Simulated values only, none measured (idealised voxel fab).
This section sets out a process module, namely voxel transistor to metal.
Section cut is 250 nm wide and gridded with 5 nm square cells.
Cross-section = grid of square cells, listed top down in bands; band = one or more rows. Per band: top height and bottom height in nm, followed by the left-to-right materials and their widths in nm; "full width" marks a single material spanning edge to edge, "blank" marks empty space. It should be noted that heights are counted from 0, beneath which the wafer as supplied is of one material throughout, and that the lowest band possesses no lower boundary but continues downward, as written in "0 and below". A width given as "30..40" starts at the first number in the band's top row and ends at the second number in its bottom row, shifting by an equal amount at every step from row to row. "no change" means the step left every cell of the cross-section as it was. You'll see "Unvented internal voids" listing empty spaces that have no way open to the top, as long as they're 8 cells or more; the notation is width x height at distance, where the distance is from the left edge, and all of it is in nm. That trailing text on a step's line, after the settings, is the simulator's own remark on the step. overlay nm: where the mask lay relative to plan, measured to the right, on steps with a mask; negatives go left.
**Intended process steps**
1. op RECEIVE | material Si
2. op CONFORMAL_DEP | material SiO2 | thk nm 5
3. op CONFORMAL_DEP | material SiN | thk nm 10
4. op PATTERN | tone cover | mask id ACTIVE | material resist | width nm 95 | pitch nm 125 | thk nm 15 | overlay nm 0
5. op DIRECTIONAL_ETCH | etch materials SiN | depth nm 10
6. op DIRECTIONAL_ETCH | etch materials SiO2 | depth nm 5
7. op DIRECTIONAL_ETCH | etch materials Si | depth nm 25
8. op STRIP | etch materials resist
9. op FILL_DEP | material SiO2 | thk nm 5
10. op CMP | height nm 15
11. op SELECTIVE_ETCH | etch materials SiO2 | depth nm 5
12. op STRIP | etch materials SiN
13. op SELECTIVE_ETCH | etch materials SiO2 | depth nm 5
14. op OXIDIZE | depth nm 5
15. op DIRECTIONAL_DEP | material polySi | thk nm 25
16. op DIRECTIONAL_DEP | material SiCN | thk nm 15
17. op PATTERN | tone cover | mask id GATE | material resist | width nm 25 | pitch nm 125 | thk nm 20 | overlay nm 0
18. op DIRECTIONAL_ETCH | etch materials SiCN | depth nm 25
19. op DIRECTIONAL_ETCH | etch materials polySi | depth nm 35
20. op STRIP | etch materials resist
21. op CONFORMAL_DEP | material SiO2 | thk nm 5
22. op DIRECTIONAL_ETCH | etch materials SiO2 | depth nm 5
23. op CONFORMAL_DEP | material SiN | thk nm 10
24. op DIRECTIONAL_ETCH | etch materials SiN | depth nm 10
25. op DIRECTIONAL_ETCH | etch materials SiO2 | depth nm 5
26. op DIRECTIONAL_ETCH | etch materials Si | depth nm 5
27. op EPI | material pSi | thk nm 10
28. op FILL_DEP | material SiO2 | thk nm 10
29. op CMP | height nm 40
30. op DIRECTIONAL_DEP | material SiO2 | thk nm 15
31. op DIRECTIONAL_DEP | material aC | thk nm 10
32. op PATTERN | tone open | mask id CONTACT | material resist | width nm 25 | thk nm 25 | overlay nm 0
33. op DIRECTIONAL_ETCH | etch materials aC | depth nm 10
34. op STRIP | etch materials resist
35. op DIRECTIONAL_ETCH | etch materials SiO2 | depth nm 50
36. op STRIP | etch materials aC
37. op CONFORMAL_DEP | material TiN | thk nm 5
38. op FILL_DEP | material Ru | thk nm 5
39. op CMP | height nm 55
40. op DIRECTIONAL_DEP | material TiN | thk nm 5
41. op DIRECTIONAL_DEP | material Ru | thk nm 25
42. op MASKED_ETCH | tone cover | mask id METAL_1 | width nm 15 | etch materials Ru | depth nm 25 | overlay nm 0
43. op MASKED_ETCH | tone cover | mask id METAL_1 | width nm 15 | etch materials TiN | depth nm 5 | overlay nm 0
44. op CONFORMAL_DEP | material SiN | thk nm 5
45. op FILL_DEP | material lowk | thk nm 10
46. op CMP | height nm 85
47. op CONFORMAL_DEP | material SiCN | thk nm 5
48. op DIRECTIONAL_DEP | material lowk | thk nm 30
49. op MASKED_ETCH | tone open | mask id METAL_2 | width nm 15 | pitch nm 125 | etch materials lowk | depth nm 20 | overlay nm 0
50. op DIRECTIONAL_DEP | material aC | thk nm 15
51. op PATTERN | tone open | mask id METAL_2_HOLES | material resist | width nm 15 | pitch nm 125 | thk nm 30 | overlay nm 0
52. op DIRECTIONAL_ETCH | etch materials aC | depth nm 15
53. op STRIP | etch materials resist
54. op DIRECTIONAL_ETCH | etch materials lowk | depth nm 10
55. op DIRECTIONAL_ETCH | etch materials SiCN | depth nm 5
56. op STRIP | etch materials aC
57. op CONFORMAL_DEP | material TiN | thk nm 5
58. op FILL_DEP | material Ru | thk nm 5
59. op CMP | height nm 120
60. op CONFORMAL_DEP | material SiN | thk nm 5
**Step 1 complete: cross-section of the wafer as received**
* 0 and below = Si full width
* Unvented internal voids: none
**Post-module cross-section of the first of two wafers (run per plan)**
* 125 down to 120 = SiN full width
* 120 down to 90 = 20 of lowk; 5 of TiN; 5 of Ru; 5 of TiN; 110 of lowk; 5 of TiN; 5 of Ru; 5 of TiN; 90 of lowk
* 90 down to 85 = 20 of SiCN; 15 of TiN; 110 of SiCN; 15 of TiN; 90 of SiCN
* 85 down to 60 = 15 of lowk; 5 of SiN; 15 of Ru; 5 of SiN; 45 of lowk; 5 of SiN; 15 of Ru; 5 of SiN; 30 of lowk; 5 of SiN; 15 of Ru; 5 of SiN; 45 of lowk; 5 of SiN; 15 of Ru; 5 of SiN; 15 of lowk
* 60 down to 55 = 20 of SiN; 15 of TiN; 55 of SiN; 15 of TiN; 40 of SiN; 15 of TiN; 55 of SiN; 15 of TiN; 20 of SiN
* 55 down to 45 = 20 of SiO2; 5 of TiN; 15 of Ru; 5 of TiN; 35 of SiO2; 5 of TiN; 15 of Ru; 5 of TiN; 40 of SiO2; 5 of TiN; 15 of Ru; 5 of TiN; 35 of SiO2; 5 of TiN; 15 of Ru; 5 of TiN; 20 of SiO2
* 45 down to 40 = 20 of SiO2; 5 of TiN; 5 of Ru; 15 of TiN; 35 of SiO2; 15 of TiN; 5 of Ru; 5 of TiN; 40 of SiO2; 5 of TiN; 5 of Ru; 15 of TiN; 35 of SiO2; 15 of TiN; 5 of Ru; 5 of TiN; 20 of SiO2
* 40 down to 25 = 20 of SiO2; 5 of TiN; 5 of Ru; 5 of TiN; 10 of SiN; 5 of SiO2; 25 of SiCN; 5 of SiO2; 10 of SiN; 5 of TiN; 5 of Ru; 5 of TiN; 40 of SiO2; 5 of TiN; 5 of Ru; 5 of TiN; 10 of SiN; 5 of SiO2; 25 of SiCN; 5 of SiO2; 10 of SiN; 5 of TiN; 5 of Ru; 5 of TiN; 20 of SiO2
* 25 down to 10 = 20 of SiO2; 5 of TiN; 5 of Ru; 5 of TiN; 10 of SiN; 5 of SiO2; 25 of polySi; 5 of SiO2; 10 of SiN; 5 of TiN; 5 of Ru; 5 of TiN; 40 of SiO2; 5 of TiN; 5 of Ru; 5 of TiN; 10 of SiN; 5 of SiO2; 25 of polySi; 5 of SiO2; 10 of SiN; 5 of TiN; 5 of Ru; 5 of TiN; 20 of SiO2
* 10 down to 5 = 20 of SiO2; 15 of TiN; 10 of SiN; 5 of SiO2; 25 of polySi; 5 of SiO2; 10 of SiN; 15 of TiN; 40 of SiO2; 15 of TiN; 10 of SiN; 5 of SiO2; 25 of polySi; 5 of SiO2; 10 of SiN; 15 of TiN; 20 of SiO2
* 5 down to 0 = 15 of SiO2; 10 of SiN; 10 of pSi; 10 of SiN; 5 of SiO2; 25 of polySi; 5 of SiO2; 10 of SiN; 10 of pSi; 10 of SiN; 30 of SiO2; 10 of SiN; 10 of pSi; 10 of SiN; 5 of SiO2; 25 of polySi; 5 of SiO2; 10 of SiN; 10 of pSi; 10 of SiN; 15 of SiO2
* 0 down to -5 = 25 of SiO2; 10 of pSi; 55 of SiO2; 10 of pSi; 50 of SiO2; 10 of pSi; 55 of SiO2; 10 of pSi; 25 of SiO2
* -5 down to -10 = 15 of SiO2; 10 of Si; 10 of pSi; 55 of Si; 10 of pSi; 10 of Si; 30 of SiO2; 10 of Si; 10 of pSi; 55 of Si; 10 of pSi; 10 of Si; 15 of SiO2
* -10 down to -25 = 15 of SiO2; 95 of Si; 30 of SiO2; 95 of Si; 15 of SiO2
* -25 and below = Si full width
* Unvented internal voids: none
**Module end: cross-section of wafer two of two. Same start and process plan as the first wafer. One mistake during execution**
* 125 down to 120 = SiN full width
* 120 down to 90 = 20 of lowk; 5 of TiN; 5 of Ru; 5 of TiN; 110 of lowk; 5 of TiN; 5 of Ru; 5 of TiN; 90 of lowk
* 90 down to 85 = 20 of SiCN; 15 of TiN; 110 of SiCN; 15 of TiN; 90 of SiCN
* 85 down to 60 = 15 of lowk; 5 of SiN; 15 of Ru; 5 of SiN; 45 of lowk; 5 of SiN; 15 of Ru; 5 of SiN; 30 of lowk; 5 of SiN; 15 of Ru; 5 of SiN; 45 of lowk; 5 of SiN; 15 of Ru; 5 of SiN; 15 of lowk
* 60 down to 55 = 20 of SiN; 15 of TiN; 55 of SiN; 15 of TiN; 40 of SiN; 15 of TiN; 55 of SiN; 15 of TiN; 20 of SiN
* 55 down to 45 = 20 of SiO2; 5 of TiN; 15 of Ru; 5 of TiN; 35 of SiO2; 5 of TiN; 15 of Ru; 5 of TiN; 40 of SiO2; 5 of TiN; 15 of Ru; 5 of TiN; 35 of SiO2; 5 of TiN; 15 of Ru; 5 of TiN; 20 of SiO2
* 45 down to 40 = 20 of SiO2; 5 of TiN; 5 of Ru; 15 of TiN; 35 of SiO2; 15 of TiN; 5 of Ru; 5 of TiN; 40 of SiO2; 5 of TiN; 5 of Ru; 15 of TiN; 35 of SiO2; 15 of TiN; 5 of Ru; 5 of TiN; 20 of SiO2
* 40 down to 25 = 20 of SiO2; 5 of TiN; 5 of Ru; 5 of TiN; 10 of SiN; 5 of SiO2; 25 of SiCN; 5 of SiO2; 10 of SiN; 5 of TiN; 5 of Ru; 5 of TiN; 40 of SiO2; 5 of TiN; 5 of Ru; 5 of TiN; 10 of SiN; 5 of SiO2; 25 of SiCN; 5 of SiO2; 10 of SiN; 5 of TiN; 5 of Ru; 5 of TiN; 20 of SiO2
* 25 down to 10 = 20 of SiO2; 5 of TiN; 5 of Ru; 5 of TiN; 10 of SiN; 5 of SiO2; 25 of polySi; 5 of SiO2; 10 of SiN; 5 of TiN; 5 of Ru; 5 of TiN; 40 of SiO2; 5 of TiN; 5 of Ru; 5 of TiN; 10 of SiN; 5 of SiO2; 25 of polySi; 5 of SiO2; 10 of SiN; 5 of TiN; 5 of Ru; 5 of TiN; 20 of SiO2
* 10 down to 5 = 20 of SiO2; 15 of TiN; 10 of SiN; 5 of SiO2; 25 of polySi; 5 of SiO2; 10 of SiN; 15 of TiN; 40 of SiO2; 15 of TiN; 10 of SiN; 5 of SiO2; 25 of polySi; 5 of SiO2; 10 of SiN; 15 of TiN; 20 of SiO2
* 5 down to 0 = 15 of SiO2; 10 of SiN; 10 of pSi; 10 of SiN; 5 of SiO2; 25 of polySi; 5 of SiO2; 10 of SiN; 10 of pSi; 10 of SiN; 30 of SiO2; 10 of SiN; 10 of pSi; 10 of SiN; 5 of SiO2; 25 of polySi; 5 of SiO2; 10 of SiN; 10 of pSi; 10 of SiN; 15 of SiO2
* 0 down to -5 = 25 of SiO2; 10 of pSi; 55 of SiO2; 10 of pSi; 50 of SiO2; 10 of pSi; 55 of SiO2; 10 of pSi; 25 of SiO2
* -5 down to -10 = 20 of SiO2; 5 of Si; 10 of pSi; 55 of Si; 10 of pSi; 5 of Si; 40 of SiO2; 5 of Si; 10 of pSi; 55 of Si; 10 of pSi; 5 of Si; 20 of SiO2
* -10 down to -25 = 15 of SiO2; 95 of Si; 30 of SiO2; 95 of Si; 15 of SiO2
* -25 and below = Si full width
* Unvented internal voids: none
Nonconformance to the process plan: with respect to the plan, step 2 was omitted and not executed
End check, counted in cells, second wafer has more or fewer of these materials than the first: Si -4; SiO2 +4
